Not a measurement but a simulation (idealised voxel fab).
Process module in this document: voxel double patterning
Displayed cross-section: cut, width of 265 nm, square cells sized 5 nm.
A cross-section is written here as square cells arranged in a grid, and it is given in bands from the top down, each band taking up one or more rows of cells. The entry gives the band's vertical extent as a top height and a bottom height in nm, then its horizontal make-up as materials from left to right, each with a width in nm. "blank" stands for empty space; a single material marked "full width" fills the band edge to edge. Heights from 0 (as-received wafer is one material below). Bottom band endless downward, as "0 down". With a width like "30->40", each row of cells in the band differs from the next by the same amount, the top row carrying the first number and the bottom row the second. The cross-section has no changed cell in any step marked "no alterations made". Entry "Sealed void inventory". Content: empty spaces with no open connection to the top, size 8 cells or greater. Each: width x height at distance. Distance: from left edge. Unit: nm. Where a step's line continues beyond its settings, the continuation is a remark by the simulator itself on that step. overlay nm: right-of-plan distance of the mask on a masked step; negative values mean left-of-plan.

[Planned step list for the process]
1. RECEIVE (material Si)
2. CONFORMAL_DEP (material SiO2; thk nm 5)
3. DIRECTIONAL_DEP (material W; thk nm 20)
4. DIRECTIONAL_DEP (material SiCN; thk nm 10)
5. PATTERN (tone open; mask id FIRST; material resist; width nm 15; pitch nm 50; thk nm 15; overlay nm 0)
6. DIRECTIONAL_ETCH (etch materials SiCN; depth nm 10)
7. STRIP (etch materials resist)
8. PATTERN (tone open; mask id SECOND; material resist; width nm 15; thk nm 15; overlay nm 0)
9. DIRECTIONAL_ETCH (etch materials SiCN; depth nm 10)
10. STRIP (etch materials resist)
11. DIRECTIONAL_ETCH (etch materials W; depth nm 20)
12. STRIP (etch materials SiCN)
The value of width nm given for step 8 in the plan refers to the first wafer; the wafers vary in this setting and are alike at the start.

[Cross-section of the first of several received wafers, showing its state after step 1]
	0 down: Si full width
	Sealed void inventory: none

[The rows of the table below are wafers. Looking at the end of the module, a row counts, for every material, the cells the wafer has gained, shown as (+), or lost, shown as (-), since it was received; its closed voids come next]
width nm 15 | +53 SiO2 | +176 W | Sealed void inventory: none
width nm 20 | +53 SiO2 | +172 W | Sealed void inventory: none
width nm 25 | +53 SiO2 | +168 W | Sealed void inventory: none
width nm 30 | +53 SiO2 | +164 W | Sealed void inventory: none
